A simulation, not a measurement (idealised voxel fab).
process module | voxel released beams
cross-section cut | 220 nm wide | cells 5 nm
A cross-section is a grid of square cells, given in bands from the top down. A band is one or more rows of cells.
Each band's line starts with the height of the band's top and of its bottom, in nm. Then come its materials from left to right, each with its width in nm. One material with "throughout" fills the band from edge to edge. "air" is empty space.
Height 0 is the level under which the wafer as received is all one material. The lowest band goes on downwards, as in "0 down".
A width such as "30 to 40" changes by the same amount from each row of cells to the next, from the band's top row to its bottom row.
"no change" after a step means that no cell of the cross-section changed.
closed voids: empty space of 8 cells or more with no open way to the top, each as width x height at its distance from the left edge, in nm
after a step's settings: what the simulator itself notes on the step
overlay nm, on a step with a mask: how far to the right of its planned place the mask lay; to the left if negative
plan
1 op RECEIVE | material Si
2 op CONFORMAL_DEP | material SiN | thk nm 5
3 op DIRECTIONAL_DEP | material SiO2 | thk nm 15
4 op PATTERN | tone open | mask id ANCHOR | material resist | width nm 35 | thk nm 20 | overlay nm 0
5 op DIRECTIONAL_ETCH | etch materials SiO2 | depth nm 15
6 op STRIP | etch materials resist
7 op CONFORMAL_DEP | material TiN | thk nm 10
8 op MASKED_ETCH | tone cover | mask id BEAM | width nm 105 | etch materials TiN | depth nm 10 | overlay nm 0
9 op STRIP | etch materials SiO2
as received, after step 1
  0 down: Si throughout
  closed voids: none
a wafer at the end: this start, this plan, one mistake
  30 to 20: air 60 | TiN 10 | air 15 | TiN 75 | air 60
  20 to 15: air 60 | TiN 10 | air 15 | TiN 10 | air 125
  15 to 5: air 60 | TiN 35 | air 125
  5 to 0: SiN throughout
  0 down: Si throughout
  closed voids: none
what went wrong: step 8 ran as: op MASKED_ETCH | tone cover | mask id BEAM | width nm 100 | etch materials TiN | depth nm 10 | overlay nm 0
